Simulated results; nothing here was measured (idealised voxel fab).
process module | voxel self aligned vias
Square cells of 5 nm make up the cross-section cut, whose width is 245 nm.
Cross-section, as written here: a square-cell grid given band by band from the top down, where a band holds one or more rows of cells.
For a band, the entry starts with two heights in nm, that of the top and then that of the bottom, and carries on with the band's materials in order from left to right, each alongside its width in nm; the word "throughout" beside a single material means it fills the band edge to edge, and "empty" means empty space.
Zero point of the height axis is 0; under it, received wafer = one material. Lowest band: continues down indefinitely, "top 0, no bottom".
Top row gets the first number, bottom row gets the second, and each row in between changes by the same step: that is how a band width like "30 to 40" works.
The cross-section has no changed cell in any step marked "no alterations made".
Each empty space that has no open way to the top and spans at least 8 cells appears under "Enclosed cavities" as width x height at distance, the distance counted from the left edge, all in nm.
Read whatever lies past the settings on a step's line as the simulator's own remark about the step.
"overlay nm" answers the question of how far to the right of plan the mask lay on a step that has a mask, and when it is negative the answer is to the left.
Quick note on how to read the rest: it's all pairs. You get the cross-section before a process step and the one after, but the after one only goes down as far as the lowest band that changed. The step in between, with its settings, sits under the pair. Heads up, the pairs can come from different runs of this module on the same starting wafer, so don't assume a pair picks up from the one above unless its "Pre-step condition" entry says it does.
### Pre-step condition
* top 70, bottom 60 = Cu throughout
* top 60, bottom 55 = TiN=70 / Cu=35 / TiN=25 / Cu=35 / TiN=80
* top 55, bottom 45 = SiO2=65 / TiN=5 / Cu=35 / TiN=5 / SiO2=15 / TiN=5 / Cu=35 / TiN=5 / SiO2=75
* top 45, bottom 35 = SiO2=65 to 80 / TiN=20 to 5 / Cu=15 / TiN=10 to 5 / SiO2=15 to 35 / TiN=20 to 5 / Cu=15 / TiN=10 to 5 / SiO2=75 to 80
* top 35, bottom 30 = SiO2=80 / TiN=25 / SiO2=35 / TiN=25 / SiO2=80
* top 30, bottom 25 = SiO2=80 / TiN=5 / W=15 / TiN=5 / SiO2=35 / TiN=5 / W=15 / TiN=5 / SiO2=80
* top 25, bottom 20 = SiO2=80 / TiN=25 / SiO2=35 / TiN=25 / SiO2=80
* top 20, bottom 15 = SiCN throughout
* top 15, bottom 0 = SiO2 throughout
* top 0, no bottom = Si throughout
* Enclosed cavities: none
### Post-Process Section
* top 55, bottom 45 = SiO2=65 / TiN=5 / Cu=35 / TiN=5 / SiO2=15 / TiN=5 / Cu=35 / TiN=5 / SiO2=75
* Heights below 45 show no change.
* Enclosed cavities: none
Process step bridging the above cross-sections: CMP with height nm 55
Pre-step condition: The initial state for this step is given by the after cross-section of the immediately preceding pair.
### Post-Process Section
* top 60, bottom 55 = SiCN throughout
* Heights below 55 show no change.
* Enclosed cavities: none
Process step bridging the above cross-sections: CONFORMAL_DEP with material SiCN, thk nm 5
### Pre-step condition
* top 15, bottom 0 = SiO2 throughout
* top 0, no bottom = Si throughout
* Enclosed cavities: none
### Post-Process Section
* top 20, bottom 15 = W throughout
* Heights below 15 show no change.
* Enclosed cavities: none
Process step bridging the above cross-sections: CONFORMAL_DEP with material W, thk nm 5
Pre-step condition: The initial state for this step is given by the after cross-section of the immediately preceding pair.
### Post-Process Section
* top 40, bottom 20 = SiO2 throughout
* Heights below 20 show no change.
* Enclosed cavities: none
Process step bridging the above cross-sections: DIRECTIONAL_DEP with material SiO2, thk nm 20
Pre-step condition: The initial state for this step is given by the after cross-section of the immediately preceding pair.
### Post-Process Section
* top 40, bottom 20 = SiO2=80 / empty=25 / SiO2=35 / empty=25 / SiO2=80
* Heights below 20 show no change.
* Enclosed cavities: none
Process step bridging the above cross-sections: MASKED_ETCH with tone open, mask id LINES, width nm 25, pitch nm 60, etch materials SiO2, depth nm 20, overlay nm 0
Pre-step condition: The initial state for this step is given by the after cross-section of the immediately preceding pair.
### Post-Process Section
* top 45, bottom 40 = TiN=85 / empty=15 / TiN=45 / empty=15 / TiN=85
* top 40, bottom 25 = SiO2=80 / TiN=5 / empty=15 / TiN=5 / SiO2=35 / TiN=5 / empty=15 / TiN=5 / SiO2=80
* top 25, bottom 20 = SiO2=80 / TiN=25 / SiO2=35 / TiN=25 / SiO2=80
* Heights below 20 show no change.
* Enclosed cavities: none
Process step bridging the above cross-sections: CONFORMAL_DEP with material TiN, thk nm 5
Pre-step condition: The initial state for this step is given by the after cross-section of the immediately preceding pair.
### Post-Process Section
* top 55, bottom 45 = W throughout
* top 45, bottom 40 = TiN=85 / W=15 / TiN=45 / W=15 / TiN=85
* top 40, bottom 25 = SiO2=80 / TiN=5 / W=15 / TiN=5 / SiO2=35 / TiN=5 / W=15 / TiN=5 / SiO2=80
* Heights below 25 show no change.
* Enclosed cavities: none
Process step bridging the above cross-sections: FILL_DEP with material W, thk nm 10
Pre-step condition: The initial state for this step is given by the after cross-section of the immediately preceding pair.
### Post-Process Section
* top 40, bottom 25 = SiO2=80 / TiN=5 / W=15 / TiN=5 / SiO2=35 / TiN=5 / W=15 / TiN=5 / SiO2=80
* Heights below 25 show no change.
* Enclosed cavities: none
Process step bridging the above cross-sections: CMP with height nm 40
Pre-step condition: The initial state for this step is given by the after cross-section of the immediately preceding pair.
### Post-Process Section
* top 40, bottom 30 = SiO2=80 / empty=25 / SiO2=35 / empty=25 / SiO2=80
* Heights below 30 show no change.
* Enclosed cavities: none
Process step bridging the above cross-sections: SELECTIVE_ETCH with etch materials W Ru TiN, depth nm 10
Pre-step condition: The initial state for this step is given by the after cross-section of the immediately preceding pair.
### Post-Process Section
* top 45, bottom 40 = SiN throughout
* top 40, bottom 30 = SiO2=80 / SiN=25 / SiO2=35 / SiN=25 / SiO2=80
* Heights below 30 show no change.
* Enclosed cavities: none
Process step bridging the above cross-sections: FILL_DEP with material SiN, thk nm 5
Pre-step condition: The initial state for this step is given by the after cross-section of the immediately preceding pair.
### Post-Process Section
* top 40, bottom 30 = SiO2=80 / SiN=25 / SiO2=35 / SiN=25 / SiO2=80
* Heights below 30 show no change.
* Enclosed cavities: none
Process step bridging the above cross-sections: CMP with height nm 40
Pre-step condition: The initial state for this step is given by the after cross-section of the immediately preceding pair.
### Post-Process Section
* top 55, bottom 40 = SiO2 throughout
* Heights below 40 show no change.
* Enclosed cavities: none
Process step bridging the above cross-sections: DIRECTIONAL_DEP with material SiO2, thk nm 15
Pre-step condition: The initial state for this step is given by the after cross-section of the immediately preceding pair.
### Post-Process Section
* top 55, bottom 40 = SiO2=70 / empty=45 / SiO2=15 / empty=45 / SiO2=70
* Heights below 40 show no change.
* Enclosed cavities: none
Process step bridging the above cross-sections: MASKED_ETCH with tone open, mask id VIAS, width nm 45, pitch nm 60, etch materials SiO2, depth nm 15, overlay nm 0
Pre-step condition: The initial state for this step is given by the after cross-section of the immediately preceding pair.
### Post-Process Section
* top 55, bottom 40 = SiO2=70 / empty=45 / SiO2=15 / empty=45 / SiO2=70
* top 40, bottom 30 = SiO2=80 / empty=25 / SiO2=35 / empty=25 / SiO2=80
* Heights below 30 show no change.
* Enclosed cavities: none
Process step bridging the above cross-sections: MASKED_ETCH with tone open, mask id VIAS, width nm 45, pitch nm 60, etch materials SiN, depth nm 10, overlay nm 0
Pre-step condition: The initial state for this step is given by the after cross-section of the immediately preceding pair.
### Post-Process Section
* top 60, bottom 55 = TiN=75 / empty=35 / TiN=25 / empty=35 / TiN=75
* top 55, bottom 45 = SiO2=70 / TiN=5 / empty=35 / TiN=5 / SiO2=15 / TiN=5 / empty=35 / TiN=5 / SiO2=70
* top 45, bottom 35 = SiO2=70 to 80 / TiN=15 to 5 / empty=15 / TiN=15 to 5 / SiO2=15 to 35 / TiN=15 to 5 / empty=15 / TiN=15 to 5 / SiO2=70 to 80
* top 35, bottom 30 = SiO2=80 / TiN=25 / SiO2=35 / TiN=25 / SiO2=80
* Heights below 30 show no change.
* Enclosed cavities: none
Process step bridging the above cross-sections: CONFORMAL_DEP with material TiN, thk nm 5
Pre-step condition: The initial state for this step is given by the after cross-section of the immediately preceding pair.
### Post-Process Section
* top 70, bottom 60 = Cu throughout
* top 60, bottom 55 = TiN=75 / Cu=35 / TiN=25 / Cu=35 / TiN=75
* top 55, bottom 45 = SiO2=70 / TiN=5 / Cu=35 / TiN=5 / SiO2=15 / TiN=5 / Cu=35 / TiN=5 / SiO2=70
* top 45, bottom 35 = SiO2=70 to 80 / TiN=15 to 5 / Cu=15 / TiN=15 to 5 / SiO2=15 to 35 / TiN=15 to 5 / Cu=15 / TiN=15 to 5 / SiO2=70 to 80
* Heights below 35 show no change.
* Enclosed cavities: none
Process step bridging the above cross-sections: FILL_DEP with material Cu, thk nm 10
Pre-step condition: The initial state for this step is given by the after cross-section of the immediately preceding pair.
### Post-Process Section
* top 55, bottom 45 = SiO2=70 / TiN=5 / Cu=35 / TiN=5 / SiO2=15 / TiN=5 / Cu=35 / TiN=5 / SiO2=70
* Heights below 45 show no change.
* Enclosed cavities: none
Process step bridging the above cross-sections: CMP with height nm 55
Pre-step condition: The initial state for this step is given by the after cross-section of the immediately preceding pair.
### Post-Process Section
* top 60, bottom 55 = SiCN throughout
* Heights below 55 show no change.
* Enclosed cavities: none
Process step bridging the above cross-sections: CONFORMAL_DEP with material SiCN, thk nm 5
### Pre-step condition
* top 55, bottom 40 = SiO2 throughout
* top 40, bottom 30 = SiO2=80 / SiN=25 / SiO2=35 / SiN=25 / SiO2=80
* top 30, bottom 25 = SiO2=80 / TiN=5 / W=15 / TiN=5 / SiO2=35 / TiN=5 / W=15 / TiN=5 / SiO2=80
* top 25, bottom 20 = SiO2=80 / TiN=25 / SiO2=35 / TiN=25 / SiO2=80
* top 20, bottom 15 = SiCN throughout
* top 15, bottom 0 = SiO2 throughout
* top 0, no bottom = Si throughout
* Enclosed cavities: none
### Post-Process Section
* top 55, bottom 40 = empty=70 / SiO2=45 / empty=15 / SiO2=45 / empty=70
* Heights below 40 show no change.
* Enclosed cavities: none
Process step bridging the above cross-sections: MASKED_ETCH with tone cover, mask id VIAS, width nm 45, pitch nm 60, etch materials SiO2, depth nm 15, overlay nm 0
Pre-step condition: The initial state for this step is given by the after cross-section of the immediately preceding pair.
### Post-Process Section
* top 60, bottom 55 = empty=65 / TiN=55 / empty=5 / TiN=55 / empty=65
* top 55, bottom 45 = empty=65 / TiN=5 / SiO2=45 / TiN=5 / empty=5 / TiN=5 / SiO2=45 / TiN=5 / empty=65
* top 45, bottom 40 = TiN=70 / SiO2=45 / TiN=15 / SiO2=45 / TiN=70
* Heights below 40 show no change.
* Enclosed cavities: none
Process step bridging the above cross-sections: CONFORMAL_DEP with material TiN, thk nm 5
Pre-step condition: The initial state for this step is given by the after cross-section of the immediately preceding pair.
### Post-Process Section
* top 70, bottom 60 = Cu throughout
* top 60, bottom 55 = Cu=65 / TiN=55 / Cu=5 / TiN=55 / Cu=65
* top 55, bottom 45 = Cu=65 / TiN=5 / SiO2=45 / TiN=5 / Cu=5 / TiN=5 / SiO2=45 / TiN=5 / Cu=65
* Heights below 45 show no change.
* Enclosed cavities: none
Process step bridging the above cross-sections: FILL_DEP with material Cu, thk nm 10
Pre-step condition: The initial state for this step is given by the after cross-section of the immediately preceding pair.
### Post-Process Section
* top 55, bottom 45 = Cu=65 / TiN=5 / SiO2=45 / TiN=5 / Cu=5 / TiN=5 / SiO2=45 / TiN=5 / Cu=65
* Heights below 45 show no change.
* Enclosed cavities: none
Process step bridging the above cross-sections: CMP with height nm 55
Pre-step condition: The initial state for this step is given by the after cross-section of the immediately preceding pair.
### Post-Process Section
* top 60, bottom 55 = SiCN throughout
* Heights below 55 show no change.
* Enclosed cavities: none
Process step bridging the above cross-sections: CONFORMAL_DEP with material SiCN, thk nm 5
